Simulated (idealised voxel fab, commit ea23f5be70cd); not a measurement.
This section sets out a process module, namely voxel self aligned contacts.
cross-section cut | 250 nm wide | cells 5 nm
If you're reading a cross-section in this doc, picture square cells in a grid; it comes to you as bands, top ones listed first down to the bottom, and a band can be one or more rows of cells.
In this notation a band is specified by the heights of its top and bottom, in that order and in nm, after which its materials appear from left to right, each paired with its width in nm. The word "everywhere" attached to a single material means that material fills the band from edge to edge; the word "empty" stands for empty space.
A quick word on heights: they are counted from 0, and under that level the wafer as it came to us is one material throughout. The lowest band is different from the rest in having no bottom; it simply continues downward, written as in "0 and below".
Per-row width for "30 to 40": begins at first number (top row of band), ends at second number (bottom row), increment between rows held constant.
For the purposes of this document, the phrase "no alterations made" attached to a step denotes that no cell within the cross-section was modified by that step.
What "Unvented voids" gives you is every empty space of 8 cells or more that is cut off from the top. Each appears as width x height at distance, with the distance taken from the left edge and width, height and distance all in nm.
Formally, on a step line, whatever follows the settings is a remark that the simulator itself makes on the step.
overlay nm: on a step with a mask, how far right of its planned place the mask lay; negative means left.

-- Listed below are the process steps as planned
1. RECEIVE with material Si
2. OXIDIZE with depth nm 5
3. DIRECTIONAL_DEP with material polySi, thk nm 25
4. DIRECTIONAL_DEP with material SiN, thk nm 15
5. PATTERN with tone cover, mask id GATE, material resist, width nm 35, pitch nm 60, thk nm 20, overlay nm 0
6. DIRECTIONAL_ETCH with etch materials SiN, depth nm 15
7. DIRECTIONAL_ETCH with etch materials polySi, depth nm 25
8. STRIP with etch materials resist
9. CONFORMAL_DEP with material SiN, thk nm 5
10. DIRECTIONAL_ETCH with etch materials SiN, depth nm 5
11. FILL_DEP with material SiO2, thk nm 20
12. CMP with height nm 50
13. DIRECTIONAL_DEP with material aC, thk nm 10
14. PATTERN with tone open, mask id CONTACT, material resist, width nm 45, thk nm 30, overlay nm 0
15. DIRECTIONAL_ETCH with etch materials aC, depth nm 10
16. STRIP with etch materials resist
17. DIRECTIONAL_ETCH with etch materials SiO2, depth nm 55
18. STRIP with etch materials aC
19. CONFORMAL_DEP with material TiN, thk nm 5
20. FILL_DEP with material W, thk nm 5
21. CMP with height nm 50
22. CONFORMAL_DEP with material SiN, thk nm 5

-- Wafer at receipt (post step 1), cross-section
* 0 and below | Si everywhere
* Unvented voids: none

-- First of two wafers, end-of-module section, run followed plan
* 55 down to 50 | SiN everywhere
* 50 down to 40 | SiO2=100 | TiN=5 to 20 | W=35 to 5 | TiN=5 to 20 | SiO2=105
* 40 down to 25 | SiO2=70 | SiN=45 | TiN=5 | W=5 | TiN=5 | SiN=45 | SiO2=75
* 25 down to 0 | SiO2=70 | SiN=5 | polySi=35 | SiN=5 | TiN=5 | W=5 | TiN=5 | SiN=5 | polySi=35 | SiN=5 | SiO2=75
* 0 down to -5 | SiO2=115 | TiN=15 | SiO2=120
* -5 and below | Si everywhere
* Unvented voids: none

-- What the second wafer looks like in cross-section once the module is done. Its start and its plan matched the first wafer's exactly; what differed was one mistake in how it was run
* 55 down to 50 | SiN everywhere
* 50 down to 40 | SiO2=100 | TiN=5 to 25 | W=35 to 5 | TiN=5 to 15 | SiO2=105
* 40 down to 25 | SiO2=75 | SiN=45 | TiN=5 | W=5 | TiN=5 | SiN=45 | SiO2=70
* 25 down to 0 | SiO2=75 | SiN=5 | polySi=35 | SiN=5 | TiN=5 | W=5 | TiN=5 | SiN=5 | polySi=35 | SiN=5 | SiO2=70
* 0 down to -5 | SiO2=120 | TiN=15 | SiO2=115
* -5 and below | Si everywhere
* Unvented voids: none
Which mistake was made when the wafer was run? planned and actual differ for step 5; actual: PATTERN with tone cover, mask id GATE, material resist, width nm 35, pitch nm 60, thk nm 20, overlay nm 5
Matching per-material cell counts, mismatched positions: that is how the second wafer compares with the first at the end.
